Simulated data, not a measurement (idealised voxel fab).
process module | voxel ribs on slabs
cross-section cut | 210 nm wide | cells 5 nm
A cross-section is a grid of square cells, given in bands from the top down. A band is one or more rows of cells.
Each band's line starts with the height of the band's top and of its bottom, in nm. Then come its materials from left to right, each with its width in nm. One material with "throughout" fills the band from edge to edge. "air" is empty space.
Height 0 is the level under which the wafer as received is all one material. The lowest band goes on downwards, as in "0 down".
A width such as "30 to 40" changes by the same amount from each row of cells to the next, from the band's top row to its bottom row.
"no change" after a step means that no cell of the cross-section changed.
closed voids: empty space of 8 cells or more with no open way to the top, each as width x height at its distance from the left edge, in nm
after a step's settings: what the simulator itself notes on the step
overlay nm, on a step with a mask: how far to the right of its planned place the mask lay; to the left if negative
Each pair below shows a cross-section before one step and the cross-section after it, down to the lowest band that changed. The line under each pair gives the step between them, with its settings. The pairs can come from different runs of this module on the same starting wafer, so a pair continues from the pair above only where its "before" says so.
before
  0 down: Si throughout
  closed voids: none
after
  20 to 0: SiO2 throughout
  below 0: unchanged
  closed voids: none
the step between: op DIRECTIONAL_DEP | material SiO2 | thk nm 20
before: the cross-section after the pair above
after
  35 to 20: polySi throughout
  below 20: unchanged
  closed voids: none
the step between: op DIRECTIONAL_DEP | material polySi | thk nm 15
before: the cross-section after the pair above
after
  50 to 35: air 95 | resist 15 | air 100
  below 35: unchanged
  closed voids: none
the step between: op PATTERN | tone cover | mask id RIB | material resist | width nm 15 | thk nm 15 | overlay nm 0
before: the cross-section after the pair above
after
  50 to 35: air 95 | resist 15 | air 100
  35 to 25: air 95 | polySi 15 | air 100
  below 25: unchanged
  closed voids: none
the step between: op DIRECTIONAL_ETCH | etch materials polySi | depth nm 10
before: the cross-section after the pair above
after
  35 to 25: air 95 | polySi 15 | air 100
  below 25: unchanged
  closed voids: none
the step between: op STRIP | etch materials resist
before: the cross-section after the pair above
after
  35 to 25: air 95 | polySi 15 | air 100
  25 to 20: air 70 | polySi 65 | air 75
  below 20: unchanged
  closed voids: none
the step between: op MASKED_ETCH | tone cover | mask id SLAB | width nm 65 | etch materials polySi | depth nm 5 | overlay nm 0
before: the cross-section after the pair above
after
  50 to 35: SiO2 throughout
  35 to 25: SiO2 95 | polySi 15 | SiO2 100
  25 to 20: SiO2 70 | polySi 65 | SiO2 75
  below 20: unchanged
  closed voids: none
the step between: op FILL_DEP | material SiO2 | thk nm 15
before: the cross-section after the pair above
after
  45 to 35: SiO2 throughout
  below 35: unchanged
  closed voids: none
the step between: op CMP | height nm 45
before: the cross-section after the pair above
after
  55 to 45: W throughout
  below 45: unchanged
  closed voids: none
the step between: op DIRECTIONAL_DEP | material W | thk nm 10
before: the cross-section after the pair above
after
  65 to 55: aC throughout
  below 55: unchanged
  closed voids: none
the step between: op DIRECTIONAL_DEP | material aC | thk nm 10
before: the cross-section after the pair above
after
  90 to 65: air 90 | resist 25 | air 95
  below 65: unchanged
  closed voids: none
the step between: op PATTERN | tone cover | mask id HEATER | material resist | width nm 25 | thk nm 25 | overlay nm 0
before: the cross-section after the pair above
after
  80 to 65: air 90 | resist 25 | air 95
  65 to 55: air 90 | aC 25 | air 95
  below 55: unchanged
  closed voids: none
the step between: op DIRECTIONAL_ETCH | etch materials aC | depth nm 10
before: the cross-section after the pair above
after
  65 to 55: air 90 | aC 25 | air 95
  below 55: unchanged
  closed voids: none
the step between: op STRIP | etch materials resist
before: the cross-section after the pair above
after
  65 to 55: air 90 | aC 25 | air 95
  55 to 45: air 90 | W 25 | air 95
  below 45: unchanged
  closed voids: none
the step between: op DIRECTIONAL_ETCH | etch materials W | depth nm 10
before: the cross-section after the pair above
after
  55 to 45: air 90 | W 25 | air 95
  below 45: unchanged
  closed voids: none
the step between: op STRIP | etch materials aC
before: the cross-section after the pair above
after
  60 to 55: air 85 | SiN 35 | air 90
  55 to 50: air 85 | SiN 5 | W 25 | SiN 5 | air 90
  50 to 45: SiN 90 | W 25 | SiN 95
  below 45: unchanged
  closed voids: none
the step between: op CONFORMAL_DEP | material SiN | thk nm 5
before
  35 to 20: polySi throughout
  20 to 0: SiO2 throughout
  0 down: Si throughout
  closed voids: none
after
  50 to 20: polySi throughout
  below 20: unchanged
  closed voids: none
the step between: op DIRECTIONAL_DEP | material polySi | thk nm 15
before: the cross-section after the pair above
after
  65 to 50: air 95 | resist 15 | air 100
  below 50: unchanged
  closed voids: none
the step between: op PATTERN | tone cover | mask id RIB | material resist | width nm 15 | thk nm 15 | overlay nm 0
before: the cross-section after the pair above
after
  65 to 50: air 95 | resist 15 | air 100
  50 to 40: air 95 | polySi 15 | air 100
  below 40: unchanged
  closed voids: none
the step between: op DIRECTIONAL_ETCH | etch materials polySi | depth nm 10
before: the cross-section after the pair above
after
  50 to 40: air 95 | polySi 15 | air 100
  below 40: unchanged
  closed voids: none
the step between: op STRIP | etch materials resist
before: the cross-section after the pair above
after
  50 to 40: air 95 | polySi 15 | air 100
  40 to 35: air 70 | polySi 65 | air 75
  below 35: unchanged
  closed voids: none
the step between: op MASKED_ETCH | tone cover | mask id SLAB | width nm 65 | etch materials polySi | depth nm 5 | overlay nm 0
before: the cross-section after the pair above
after
  65 to 50: SiO2 throughout
  50 to 40: SiO2 95 | polySi 15 | SiO2 100
  40 to 35: SiO2 70 | polySi 65 | SiO2 75
  below 35: unchanged
  closed voids: none
the step between: op FILL_DEP | material SiO2 | thk nm 15
before: the cross-section after the pair above
after
  45 to 35: SiO2 95 to 70 | polySi 15 to 65 | SiO2 100 to 75
  below 35: unchanged
  closed voids: none
the step between: op CMP | height nm 45
before: the cross-section after the pair above
after
  55 to 45: W throughout
  below 45: unchanged
  closed voids: none
the step between: op DIRECTIONAL_DEP | material W | thk nm 10
before: the cross-section after the pair above
after
  65 to 55: aC throughout
  below 55: unchanged
  closed voids: none
the step between: op DIRECTIONAL_DEP | material aC | thk nm 10
before: the cross-section after the pair above
after
  90 to 65: air 90 | resist 25 | air 95
  below 65: unchanged
  closed voids: none
the step between: op PATTERN | tone cover | mask id HEATER | material resist | width nm 25 | thk nm 25 | overlay nm 0
before: the cross-section after the pair above
after
  80 to 65: air 90 | resist 25 | air 95
  65 to 55: air 90 | aC 25 | air 95
  below 55: unchanged
  closed voids: none
the step between: op DIRECTIONAL_ETCH | etch materials aC | depth nm 10
before: the cross-section after the pair above
after
  65 to 55: air 90 | aC 25 | air 95
  below 55: unchanged
  closed voids: none
the step between: op STRIP | etch materials resist
before: the cross-section after the pair above
after
  65 to 55: air 90 | aC 25 | air 95
  55 to 45: air 90 | W 25 | air 95
  below 45: unchanged
  closed voids: none
the step between: op DIRECTIONAL_ETCH | etch materials W | depth nm 10
before: the cross-section after the pair above
after
  55 to 45: air 90 | W 25 | air 95
  below 45: unchanged
  closed voids: none
the step between: op STRIP | etch materials aC
before: the cross-section after the pair above
after
  60 to 55: air 85 | SiN 35 | air 90
  55 to 50: air 85 | SiN 5 | W 25 | SiN 5 | air 90
  50 to 45: SiN 90 | W 25 | SiN 95
  below 45: unchanged
  closed voids: none
the step between: op CONFORMAL_DEP | material SiN | thk nm 5
before
  0 down: Si throughout
  closed voids: none
after
  15 to 0: polySi throughout
  below 0: unchanged
  closed voids: none
the step between: op DIRECTIONAL_DEP | material polySi | thk nm 15
before: the cross-section after the pair above
after
  35 to 15: SiO2 throughout
  below 15: unchanged
  closed voids: none
the step between: op DIRECTIONAL_DEP | material SiO2 | thk nm 20
before: the cross-section after the pair above
after
  50 to 35: air 95 | resist 15 | air 100
  below 35: unchanged
  closed voids: none
the step between: op PATTERN | tone cover | mask id RIB | material resist | width nm 15 | thk nm 15 | overlay nm 0
before: the cross-section after the pair above
after
  35 to 15: SiO2 throughout
  below 15: unchanged
  closed voids: none
the step between: op STRIP | etch materials resist
before: the cross-section after the pair above
after
  50 to 15: SiO2 throughout
  below 15: unchanged
  closed voids: none
the step between: op FILL_DEP | material SiO2 | thk nm 15
before: the cross-section after the pair above
after
  45 to 15: SiO2 throughout
  below 15: unchanged
  closed voids: none
the step between: op CMP | height nm 45
before: the cross-section after the pair above
after
  55 to 45: W throughout
  below 45: unchanged
  closed voids: none
the step between: op DIRECTIONAL_DEP | material W | thk nm 10
before: the cross-section after the pair above
after
  65 to 55: aC throughout
  below 55: unchanged
  closed voids: none
the step between: op DIRECTIONAL_DEP | material aC | thk nm 10
before: the cross-section after the pair above
after
  90 to 65: air 90 | resist 25 | air 95
  below 65: unchanged
  closed voids: none
the step between: op PATTERN | tone cover | mask id HEATER | material resist | width nm 25 | thk nm 25 | overlay nm 0
before: the cross-section after the pair above
after
  80 to 65: air 90 | resist 25 | air 95
  65 to 55: air 90 | aC 25 | air 95
  below 55: unchanged
  closed voids: none
the step between: op DIRECTIONAL_ETCH | etch materials aC | depth nm 10
before: the cross-section after the pair above
after
  65 to 55: air 90 | aC 25 | air 95
  below 55: unchanged
  closed voids: none
the step between: op STRIP | etch materials resist
before: the cross-section after the pair above
after
  65 to 55: air 90 | aC 25 | air 95
  55 to 45: air 90 | W 25 | air 95
  below 45: unchanged
  closed voids: none
the step between: op DIRECTIONAL_ETCH | etch materials W | depth nm 10
before: the cross-section after the pair above
after
  55 to 45: air 90 | W 25 | air 95
  below 45: unchanged
  closed voids: none
the step between: op STRIP | etch materials aC
before: the cross-section after the pair above
after
  60 to 55: air 85 | SiN 35 | air 90
  55 to 50: air 85 | SiN 5 | W 25 | SiN 5 | air 90
  50 to 45: SiN 90 | W 25 | SiN 95
  below 45: unchanged
  closed voids: none
the step between: op CONFORMAL_DEP | material SiN | thk nm 5
before
  20 to 0: SiO2 throughout
  0 down: Si throughout
  closed voids: none
after
  45 to 20: polySi throughout
  below 20: unchanged
  closed voids: none
the step between: op DIRECTIONAL_DEP | material polySi | thk nm 25
before: the cross-section after the pair above
after
  60 to 45: air 95 | resist 15 | air 100
  below 45: unchanged
  closed voids: none
the step between: op PATTERN | tone cover | mask id RIB | material resist | width nm 15 | thk nm 15 | overlay nm 0
before: the cross-section after the pair above
after
  60 to 45: air 95 | resist 15 | air 100
  45 to 35: air 95 | polySi 15 | air 100
  below 35: unchanged
  closed voids: none
the step between: op DIRECTIONAL_ETCH | etch materials polySi | depth nm 10
before: the cross-section after the pair above
after
  45 to 35: air 95 | polySi 15 | air 100
  below 35: unchanged
  closed voids: none
the step between: op STRIP | etch materials resist
before: the cross-section after the pair above
after
  45 to 35: air 95 | polySi 15 | air 100
  35 to 30: air 70 | polySi 65 | air 75
  below 30: unchanged
  closed voids: none
the step between: op MASKED_ETCH | tone cover | mask id SLAB | width nm 65 | etch materials polySi | depth nm 5 | overlay nm 0
before: the cross-section after the pair above
after
  60 to 45: SiO2 throughout
  45 to 35: SiO2 95 | polySi 15 | SiO2 100
  35 to 30: SiO2 70 | polySi 65 | SiO2 75
  below 30: unchanged
  closed voids: none
the step between: op FILL_DEP | material SiO2 | thk nm 15
before: the cross-section after the pair above
after
  45 to 35: SiO2 95 | polySi 15 | SiO2 100
  below 35: unchanged
  closed voids: none
the step between: op CMP | height nm 45
before: the cross-section after the pair above
after
  55 to 45: W throughout
  below 45: unchanged
  closed voids: none
the step between: op DIRECTIONAL_DEP | material W | thk nm 10
before: the cross-section after the pair above
after
  65 to 55: aC throughout
  below 55: unchanged
  closed voids: none
the step between: op DIRECTIONAL_DEP | material aC | thk nm 10
before: the cross-section after the pair above
after
  90 to 65: air 90 | resist 25 | air 95
  below 65: unchanged
  closed voids: none
the step between: op PATTERN | tone cover | mask id HEATER | material resist | width nm 25 | thk nm 25 | overlay nm 0
before: the cross-section after the pair above
after
  80 to 65: air 90 | resist 25 | air 95
  65 to 55: air 90 | aC 25 | air 95
  below 55: unchanged
  closed voids: none
the step between: op DIRECTIONAL_ETCH | etch materials aC | depth nm 10
before: the cross-section after the pair above
after
  65 to 55: air 90 | aC 25 | air 95
  below 55: unchanged
  closed voids: none
the step between: op STRIP | etch materials resist
before: the cross-section after the pair above
after
  65 to 55: air 90 | aC 25 | air 95
  55 to 45: air 90 | W 25 | air 95
  below 45: unchanged
  closed voids: none
the step between: op DIRECTIONAL_ETCH | etch materials W | depth nm 10
before: the cross-section after the pair above
after
  55 to 45: air 90 | W 25 | air 95
  below 45: unchanged
  closed voids: none
the step between: op STRIP | etch materials aC
before: the cross-section after the pair above
after
  60 to 55: air 85 | SiN 35 | air 90
  55 to 50: air 85 | SiN 5 | W 25 | SiN 5 | air 90
  50 to 45: SiN 90 | W 25 | SiN 95
  below 45: unchanged
  closed voids: none
the step between: op CONFORMAL_DEP | material SiN | thk nm 5
before
  65 to 55: aC throughout
  55 to 45: W throughout
  45 to 35: SiO2 throughout
  35 to 25: SiO2 95 | polySi 15 | SiO2 100
  25 to 20: SiO2 70 | polySi 65 | SiO2 75
  20 to 0: SiO2 throughout
  0 down: Si throughout
  closed voids: none
after
  90 to 65: air 95 | resist 20 | air 95
  below 65: unchanged
  closed voids: none
the step between: op PATTERN | tone cover | mask id HEATER | material resist | width nm 20 | thk nm 25 | overlay nm 0
before: the cross-section after the pair above
after
  80 to 65: air 95 | resist 20 | air 95
  65 to 55: air 95 | aC 20 | air 95
  below 55: unchanged
  closed voids: none
the step between: op DIRECTIONAL_ETCH | etch materials aC | depth nm 10
before: the cross-section after the pair above
after
  65 to 55: air 95 | aC 20 | air 95
  below 55: unchanged
  closed voids: none
the step between: op STRIP | etch materials resist
before: the cross-section after the pair above
after
  65 to 55: air 95 | aC 20 | air 95
  55 to 45: air 95 | W 20 | air 95
  below 45: unchanged
  closed voids: none
the step between: op DIRECTIONAL_ETCH | etch materials W | depth nm 10
before: the cross-section after the pair above
after
  55 to 45: air 95 | W 20 | air 95
  below 45: unchanged
  closed voids: none
the step between: op STRIP | etch materials aC
before: the cross-section after the pair above
after
  60 to 55: air 90 | SiN 30 | air 90
  55 to 50: air 90 | SiN 5 | W 20 | SiN 5 | air 90
  50 to 45: SiN 95 | W 20 | SiN 95
  below 45: unchanged
  closed voids: none
the step between: op CONFORMAL_DEP | material SiN | thk nm 5
before
  35 to 20: polySi throughout
  20 to 0: SiO2 throughout
  0 down: Si throughout
  closed voids: none
after
  50 to 35: air 90 | resist 15 | air 105
  below 35: unchanged
  closed voids: none
the step between: op PATTERN | tone cover | mask id RIB | material resist | width nm 15 | thk nm 15 | overlay nm -5
before: the cross-section after the pair above
after
  50 to 35: air 90 | resist 15 | air 105
  35 to 25: air 90 | polySi 15 | air 105
  below 25: unchanged
  closed voids: none
the step between: op DIRECTIONAL_ETCH | etch materials polySi | depth nm 10
before: the cross-section after the pair above
after
  35 to 25: air 90 | polySi 15 | air 105
  below 25: unchanged
  closed voids: none
the step between: op STRIP | etch materials resist
before: the cross-section after the pair above
after
  35 to 25: air 90 | polySi 15 | air 105
  25 to 20: air 70 | polySi 65 | air 75
  below 20: unchanged
  closed voids: none
the step between: op MASKED_ETCH | tone cover | mask id SLAB | width nm 65 | etch materials polySi | depth nm 5 | overlay nm 0
before: the cross-section after the pair above
after
  50 to 35: SiO2 throughout
  35 to 25: SiO2 90 | polySi 15 | SiO2 105
  25 to 20: SiO2 70 | polySi 65 | SiO2 75
  below 20: unchanged
  closed voids: none
the step between: op FILL_DEP | material SiO2 | thk nm 15
before: the cross-section after the pair above
after
  45 to 35: SiO2 throughout
  below 35: unchanged
  closed voids: none
the step between: op CMP | height nm 45
before: the cross-section after the pair above
after
  55 to 45: W throughout
  below 45: unchanged
  closed voids: none
the step between: op DIRECTIONAL_DEP | material W | thk nm 10
before: the cross-section after the pair above
after
  65 to 55: aC throughout
  below 55: unchanged
  closed voids: none
the step between: op DIRECTIONAL_DEP | material aC | thk nm 10
before: the cross-section after the pair above
after
  90 to 65: air 90 | resist 25 | air 95
  below 65: unchanged
  closed voids: none
the step between: op PATTERN | tone cover | mask id HEATER | material resist | width nm 25 | thk nm 25 | overlay nm 0
before: the cross-section after the pair above
after
  80 to 65: air 90 | resist 25 | air 95
  65 to 55: air 90 | aC 25 | air 95
  below 55: unchanged
  closed voids: none
the step between: op DIRECTIONAL_ETCH | etch materials aC | depth nm 10
before: the cross-section after the pair above
after
  65 to 55: air 90 | aC 25 | air 95
  below 55: unchanged
  closed voids: none
the step between: op STRIP | etch materials resist
before: the cross-section after the pair above
after
  65 to 55: air 90 | aC 25 | air 95
  55 to 45: air 90 | W 25 | air 95
  below 45: unchanged
  closed voids: none
the step between: op DIRECTIONAL_ETCH | etch materials W | depth nm 10
before: the cross-section after the pair above
after
  55 to 45: air 90 | W 25 | air 95
  below 45: unchanged
  closed voids: none
the step between: op STRIP | etch materials aC
before: the cross-section after the pair above
after
  60 to 55: air 85 | SiN 35 | air 90
  55 to 50: air 85 | SiN 5 | W 25 | SiN 5 | air 90
  50 to 45: SiN 90 | W 25 | SiN 95
  below 45: unchanged
  closed voids: none
the step between: op CONFORMAL_DEP | material SiN | thk nm 5
before
  20 to 0: SiO2 throughout
  0 down: Si throughout
  closed voids: none
after
  35 to 20: aC throughout
  below 20: unchanged
  closed voids: none
the step between: op DIRECTIONAL_DEP | material aC | thk nm 15
before: the cross-section after the pair above
after
  50 to 35: air 95 | resist 15 | air 100
  below 35: unchanged
  closed voids: none
the step between: op PATTERN | tone cover | mask id RIB | material resist | width nm 15 | thk nm 15 | overlay nm 0
before: the cross-section after the pair above
after
  35 to 20: aC throughout
  below 20: unchanged
  closed voids: none
the step between: op STRIP | etch materials resist
before: the cross-section after the pair above
after
  50 to 35: SiO2 throughout
  below 35: unchanged
  closed voids: none
the step between: op FILL_DEP | material SiO2 | thk nm 15
before: the cross-section after the pair above
after
  45 to 35: SiO2 throughout
  below 35: unchanged
  closed voids: none
the step between: op CMP | height nm 45
before: the cross-section after the pair above
after
  55 to 45: W throughout
  below 45: unchanged
  closed voids: none
the step between: op DIRECTIONAL_DEP | material W | thk nm 10
before: the cross-section after the pair above
after
  65 to 55: aC throughout
  below 55: unchanged
  closed voids: none
the step between: op DIRECTIONAL_DEP | material aC | thk nm 10
before: the cross-section after the pair above
after
  90 to 65: air 90 | resist 25 | air 95
  below 65: unchanged
  closed voids: none
the step between: op PATTERN | tone cover | mask id HEATER | material resist | width nm 25 | thk nm 25 | overlay nm 0
before: the cross-section after the pair above
after
  80 to 65: air 90 | resist 25 | air 95
  65 to 55: air 90 | aC 25 | air 95
  below 55: unchanged
  closed voids: none
the step between: op DIRECTIONAL_ETCH | etch materials aC | depth nm 10
before: the cross-section after the pair above
after
  65 to 55: air 90 | aC 25 | air 95
  below 55: unchanged
  closed voids: none
the step between: op STRIP | etch materials resist
before: the cross-section after the pair above
after
  65 to 55: air 90 | aC 25 | air 95
  55 to 45: air 90 | W 25 | air 95
  below 45: unchanged
  closed voids: none
the step between: op DIRECTIONAL_ETCH | etch materials W | depth nm 10
before: the cross-section after the pair above
after
  55 to 45: air 90 | W 25 | air 95
  below 45: unchanged
  closed voids: none
the step between: op STRIP | etch materials aC
before: the cross-section after the pair above
after
  60 to 55: air 85 | SiN 35 | air 90
  55 to 50: air 85 | SiN 5 | W 25 | SiN 5 | air 90
  50 to 45: SiN 90 | W 25 | SiN 95
  below 45: unchanged
  closed voids: none
the step between: op CONFORMAL_DEP | material SiN | thk nm 5
before
  35 to 25: air 95 | polySi 15 | air 100
  25 to 20: polySi throughout
  20 to 0: SiO2 throughout
  0 down: Si throughout
  closed voids: none
after
  30 to 25: air 95 | polySi 15 | air 100
  25 to 20: polySi 70 | air 25 | polySi 15 | air 25 | polySi 75
  below 20: unchanged
  closed voids: none
the step between: op MASKED_ETCH | tone open | mask id SLAB | width nm 65 | etch materials polySi | depth nm 5 | overlay nm 0
before: the cross-section after the pair above
after
  45 to 30: SiO2 throughout
  30 to 25: SiO2 95 | polySi 15 | SiO2 100
  25 to 20: polySi 70 | SiO2 25 | polySi 15 | SiO2 25 | polySi 75
  below 20: unchanged
  closed voids: none
the step between: op FILL_DEP | material SiO2 | thk nm 15
before: the cross-section after the pair above
after
  55 to 45: W throughout
  below 45: unchanged
  closed voids: none
the step between: op DIRECTIONAL_DEP | material W | thk nm 10
before: the cross-section after the pair above
after
  65 to 55: aC throughout
  below 55: unchanged
  closed voids: none
the step between: op DIRECTIONAL_DEP | material aC | thk nm 10
before: the cross-section after the pair above
after
  90 to 65: air 90 | resist 25 | air 95
  below 65: unchanged
  closed voids: none
the step between: op PATTERN | tone cover | mask id HEATER | material resist | width nm 25 | thk nm 25 | overlay nm 0
before: the cross-section after the pair above
after
  80 to 65: air 90 | resist 25 | air 95
  65 to 55: air 90 | aC 25 | air 95
  below 55: unchanged
  closed voids: none
the step between: op DIRECTIONAL_ETCH | etch materials aC | depth nm 10
before: the cross-section after the pair above
after
  65 to 55: air 90 | aC 25 | air 95
  below 55: unchanged
  closed voids: none
the step between: op STRIP | etch materials resist
before: the cross-section after the pair above
after
  65 to 55: air 90 | aC 25 | air 95
  55 to 45: air 90 | W 25 | air 95
  below 45: unchanged
  closed voids: none
the step between: op DIRECTIONAL_ETCH | etch materials W | depth nm 10
before: the cross-section after the pair above
after
  55 to 45: air 90 | W 25 | air 95
  below 45: unchanged
  closed voids: none
the step between: op STRIP | etch materials aC
before: the cross-section after the pair above
after
  60 to 55: air 85 | SiN 35 | air 90
  55 to 50: air 85 | SiN 5 | W 25 | SiN 5 | air 90
  50 to 45: SiN 90 | W 25 | SiN 95
  below 45: unchanged
  closed voids: none
the step between: op CONFORMAL_DEP | material SiN | thk nm 5
